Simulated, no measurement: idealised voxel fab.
Herein follows the process module entitled voxel released beams.
The cross-section on display is named cut; it measures 275 nm wide, and its cells are 5 nm squares.
Reading order for cross-sections: top band down to bottom band. Underlying form: a grid of square cells. Band size: one or more rows of cells.
Within each band entry, the heights of the top and of the bottom of the band appear first, in that order and in nm; the materials of the band then follow from left to right, each with its corresponding width in nm. The designation "full width" on a single material indicates that it fills the band from edge to edge; the designation "air" indicates empty space.
It should be noted that heights are counted from 0, beneath which the wafer as supplied is of one material throughout, and that the lowest band possesses no lower boundary but continues downward, as written in "0 and below".
So if you see something like "30->40" for the width, read it as the top row of the band sitting at the first number and the bottom row at the second, with every row in between moving by the same amount as the last.
Any step labelled "same as before" changed none of the cells in the cross-section.
Empty spaces counting at least 8 cells and having no open way to the top are listed in "Voids, enclosed". The notation width x height at distance is used for each, the distance being from the left edge and all three values in nm.
Text after the settings on a step's line: the simulator's own remark on that step.
"overlay nm" answers the question of how far to the right of plan the mask lay on a step that has a mask, and when it is negative the answer is to the left.

Process steps foreseen in the plan
1) RECEIVE,material Si
2) CONFORMAL_DEP,material SiN,thk nm 10
3) DIRECTIONAL_DEP,material SiO2,thk nm 20
4) DIRECTIONAL_DEP,material aC,thk nm 15
5) PATTERN,tone open,mask id ANCHOR,material resist,width nm 30,thk nm 35,overlay nm 0
6) DIRECTIONAL_ETCH,etch materials aC,depth nm 15
7) STRIP,etch materials resist
8) DIRECTIONAL_ETCH,etch materials SiO2,depth nm 20
9) STRIP,etch materials aC
10) CONFORMAL_DEP,material TiN,thk nm 10
11) PATTERN,tone cover,mask id BEAM,material resist,width nm 75,thk nm 15,overlay nm 0
12) DIRECTIONAL_ETCH,etch materials TiN,depth nm 10
13) STRIP,etch materials resist
14) STRIP,etch materials SiO2

Cross-section of the wafer at receipt, which is the condition after step 1
* 0 and below: Si full width
* Voids, enclosed: none

Module complete, cross-section. Starting point and plan per above. One mistake made in running the module
* 40 down to 30: air (95) | TiN (75) | air (105)
* 30 down to 0: SiN full width
* 0 and below: Si full width
* Voids, enclosed: none
Which mistake was made when the wafer was run? note that step 3 departed from the planned setting and was carried out as DIRECTIONAL_DEP,material SiN,thk nm 20
